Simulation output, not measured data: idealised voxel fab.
This section sets out a process module, namely voxel gate over fins.
Square cell edge 5 nm, section width 220 nm, ID cut.
Square cells in a grid make up a cross-section in this document, and the grid is given as bands, listed from the top down, each one or more rows of cells.
Per band: top height and bottom height in nm, followed by the left-to-right materials and their widths in nm; "everywhere" marks a single material spanning edge to edge, "empty" marks empty space.
It should be noted that heights are counted from 0, beneath which the wafer as supplied is of one material throughout, and that the lowest band possesses no lower boundary but continues downward, as written in "0 down".
A two-number width, for instance "30 to 40", indicates that the width is equal to the first number in the top row of the band and to the second number in the bottom row, and that it changes by a constant amount per row of cells.
Given "no modifications" for a step, no cell of the cross-section differs between before and after that step.
Voids not open to the top, 8 cells minimum: see "Cavities, sealed". Written width x height at distance; distance is from the left edge; nm.
On each step's line, the part that comes after the settings is the simulator's own comment on the step.
A step line may carry the setting "overlay nm", which, for steps involving a mask, states the distance by which the mask lay to the right of its intended position; negative values denote displacement to the left.

## Steps in the process plan
1 RECEIVE, material Si
2 CONFORMAL_DEP, material SiN, thk nm 5
3 MASKED_ETCH, tone cover, mask id FINS, width nm 15, pitch nm 45, etch materials SiN, depth nm 5, overlay nm 0
4 MASKED_ETCH, tone cover, mask id FINS, width nm 15, pitch nm 45, etch materials Si, depth nm 30, overlay nm 0
5 FILL_DEP, material SiO2, thk nm 15
6 CMP, height nm 5
7 SELECTIVE_ETCH, etch materials SiO2, depth nm 20
8 STRIP, etch materials SiN
9 CONFORMAL_DEP, material HfO2, thk nm 5
10 CONFORMAL_DEP, material TiN, thk nm 5
11 FILL_DEP, material W, thk nm 15
12 CMP, height nm 20
13 CONFORMAL_DEP, material SiN, thk nm 5

## The following pertains to the first of two wafers, which was processed as planned

## This is the cross-section of the wafer as we received it, i.e. after step 1
- 0 down = Si everywhere
- Cavities, sealed: none

## The wafer, seen in cross-section, after step 2
- 5 to 0 = SiN everywhere
- Below 0, the layers are the same as they were.

## The wafer, seen in cross-section, after step 3
- 5 to 0 = empty=35, then SiN=15, then empty=30, then SiN=15, then empty=30, then SiN=15, then empty=30, then SiN=15, then empty=35
- Below 0, the layers are the same as they were.

## The wafer, seen in cross-section, after step 4
- 5 to 0 = empty=35, then SiN=15, then empty=30, then SiN=15, then empty=30, then SiN=15, then empty=30, then SiN=15, then empty=35
- 0 to -30 = empty=35, then Si=15, then empty=30, then Si=15, then empty=30, then Si=15, then empty=30, then Si=15, then empty=35
- Below -30, the layers are the same as they were.

## The wafer, seen in cross-section, after step 5
- 20 to 5 = SiO2 everywhere
- 5 to 0 = SiO2=35, then SiN=15, then SiO2=30, then SiN=15, then SiO2=30, then SiN=15, then SiO2=30, then SiN=15, then SiO2=35
- 0 to -30 = SiO2=35, then Si=15, then SiO2=30, then Si=15, then SiO2=30, then Si=15, then SiO2=30, then Si=15, then SiO2=35
- Below -30, the layers are the same as they were.

## The wafer, seen in cross-section, after step 6
- 5 to 0 = SiO2=35, then SiN=15, then SiO2=30, then SiN=15, then SiO2=30, then SiN=15, then SiO2=30, then SiN=15, then SiO2=35
- Below 0, the layers are the same as they were.

## The wafer, seen in cross-section, after step 7
- 5 to 0 = empty=35, then SiN=15, then empty=30, then SiN=15, then empty=30, then SiN=15, then empty=30, then SiN=15, then empty=35
- 0 to -15 = empty=35, then Si=15, then empty=30, then Si=15, then empty=30, then Si=15, then empty=30, then Si=15, then empty=35
- Below -15, the layers are the same as they were.

## The wafer, seen in cross-section, after step 8
- 0 to -15 = empty=35, then Si=15, then empty=30, then Si=15, then empty=30, then Si=15, then empty=30, then Si=15, then empty=35
- Below -15, the layers are the same as they were.

## The wafer, seen in cross-section, after step 9
- 5 to 0 = empty=30, then HfO2=25, then empty=20, then HfO2=25, then empty=20, then HfO2=25, then empty=20, then HfO2=25, then empty=30
- 0 to -10 = empty=30, then HfO2=5, then Si=15, then HfO2=5, then empty=20, then HfO2=5, then Si=15, then HfO2=5, then empty=20, then HfO2=5, then Si=15, then HfO2=5, then empty=20, then HfO2=5, then Si=15, then HfO2=5, then empty=30
- -10 to -15 = HfO2=35, then Si=15, then HfO2=30, then Si=15, then HfO2=30, then Si=15, then HfO2=30, then Si=15, then HfO2=35
- Below -15, the layers are the same as they were.

## The wafer, seen in cross-section, after step 10
- 10 to 5 = empty=25, then TiN=35, then empty=10, then TiN=35, then empty=10, then TiN=35, then empty=10, then TiN=35, then empty=25
- 5 to 0 = empty=25, then TiN=5, then HfO2=25, then TiN=5, then empty=10, then TiN=5, then HfO2=25, then TiN=5, then empty=10, then TiN=5, then HfO2=25, then TiN=5, then empty=10, then TiN=5, then HfO2=25, then TiN=5, then empty=25
- 0 to -5 = empty=25, then TiN=5, then HfO2=5, then Si=15, then HfO2=5, then TiN=5, then empty=10, then TiN=5, then HfO2=5, then Si=15, then HfO2=5, then TiN=5, then empty=10, then TiN=5, then HfO2=5, then Si=15, then HfO2=5, then TiN=5, then empty=10, then TiN=5, then HfO2=5, then Si=15, then HfO2=5, then TiN=5, then empty=25
- -5 to -10 = TiN=30, then HfO2=5, then Si=15, then HfO2=5, then TiN=20, then HfO2=5, then Si=15, then HfO2=5, then TiN=20, then HfO2=5, then Si=15, then HfO2=5, then TiN=20, then HfO2=5, then Si=15, then HfO2=5, then TiN=30
- Below -10, the layers are the same as they were.

## The wafer, seen in cross-section, after step 11
- 25 to 10 = W everywhere
- 10 to 5 = W=25, then TiN=35, then W=10, then TiN=35, then W=10, then TiN=35, then W=10, then TiN=35, then W=25
- 5 to 0 = W=25, then TiN=5, then HfO2=25, then TiN=5, then W=10, then TiN=5, then HfO2=25, then TiN=5, then W=10, then TiN=5, then HfO2=25, then TiN=5, then W=10, then TiN=5, then HfO2=25, then TiN=5, then W=25
- 0 to -5 = W=25, then TiN=5, then HfO2=5, then Si=15, then HfO2=5, then TiN=5, then W=10, then TiN=5, then HfO2=5, then Si=15, then HfO2=5, then TiN=5, then W=10, then TiN=5, then HfO2=5, then Si=15, then HfO2=5, then TiN=5, then W=10, then TiN=5, then HfO2=5, then Si=15, then HfO2=5, then TiN=5, then W=25
- Below -5, the layers are the same as they were.

## The wafer, seen in cross-section, after step 12
- 20 to 10 = W everywhere
- Below 10, the layers are the same as they were.

## The wafer, seen in cross-section, after step 13
- 25 to 20 = SiN everywhere
- Below 20, the layers are the same as they were.

## For the second wafer, take the first wafer's start and plan, then add one mistake made in running it; everything through step 1, that step included, is shared with the first

## Second wafer shown in cross-section at the time step 2 was slated to end
- 5 to 0 = TiN everywhere
- Below 0, the layers are the same as they were.

Second wafer shown in cross-section at the time step 3 was slated to end: no modifications

Second wafer shown in cross-section at the time step 4 was slated to end: no modifications

## Second wafer shown in cross-section at the time step 5 was slated to end
- 20 to 5 = SiO2 everywhere
- Below 5, the layers are the same as they were.

## Second wafer shown in cross-section at the time step 6 was slated to end
- 5 to 0 = TiN everywhere
- Below 0, the layers are the same as they were.

Second wafer shown in cross-section at the time step 7 was slated to end: no modifications

Second wafer shown in cross-section at the time step 8 was slated to end: no modifications

## Second wafer shown in cross-section at the time step 9 was slated to end
- 10 to 5 = HfO2 everywhere
- Below 5, the layers are the same as they were.

## Second wafer shown in cross-section at the time step 10 was slated to end
- 15 to 10 = TiN everywhere
- Below 10, the layers are the same as they were.

## Second wafer shown in cross-section at the time step 11 was slated to end
- 30 to 15 = W everywhere
- Below 15, the layers are the same as they were.

## Second wafer shown in cross-section at the time step 12 was slated to end
- 20 to 15 = W everywhere
- Below 15, the layers are the same as they were.

## Second wafer shown in cross-section at the time step 13 was slated to end
- 25 to 20 = SiN everywhere
- Below 20, the layers are the same as they were.
Heads up, the wafer didn't run the way we planned it: step 2 changed vs plan, executed as CONFORMAL_DEP, material TiN, thk nm 5
Wafer comparison, final, in cells, second relative to first, materials more or fewer: HfO2: 24 fewer; Si: 192 more; SiO2: 96 fewer; TiN: 20 more; W: 92 fewer
